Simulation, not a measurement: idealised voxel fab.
process module | voxel lift off
cross-section cut | 175 nm wide | cells 5 nm
A cross-section is a grid of square cells, given in bands from the top down. A band is one or more rows of cells.
Each band's line starts with the height of the band's top and of its bottom, in nm. Then come its materials from left to right, each with its width in nm. One material with "throughout" fills the band from edge to edge. "air" is empty space.
Height 0 is the level under which the wafer as received is all one material. The lowest band goes on downwards, as in "0 down".
A width such as "30 to 40" changes by the same amount from each row of cells to the next, from the band's top row to its bottom row.
"no change" after a step means that no cell of the cross-section changed.
closed voids: empty space of 8 cells or more with no open way to the top, each as width x height at its distance from the left edge, in nm
after a step's settings: what the simulator itself notes on the step
overlay nm, on a step with a mask: how far to the right of its planned place the mask lay; to the left if negative
plan
1 op RECEIVE | material Si
2 op CONFORMAL_DEP | material SiN | thk nm 10
3 op PATTERN | tone open | mask id LINES | material resist | width nm 15 | pitch nm 45 | thk nm 20 | overlay nm 0
4 op DIRECTIONAL_DEP | material Ru | thk nm 10
5 op STRIP | etch materials resist
6 op CONFORMAL_DEP | material SiN | thk nm 5
as received, after step 1
  0 down: Si throughout
  closed voids: none
a wafer at the end: this start, this plan, one mistake
  30 to 25: air 30 | SiN 25 | air 20 | SiN 25 | air 20 | SiN 25 | air 30
  25 to 15: air 30 | SiN 5 | Ru 15 | SiN 5 | air 20 | SiN 5 | Ru 15 | SiN 5 | air 20 | SiN 5 | Ru 15 | SiN 5 | air 30
  15 to 10: SiN 35 | Ru 15 | SiN 30 | Ru 15 | SiN 30 | Ru 15 | SiN 35
  10 to 0: SiN throughout
  0 down: Si throughout
  closed voids: none
what went wrong: step 4 ran as: op DIRECTIONAL_DEP | material Ru | thk nm 15
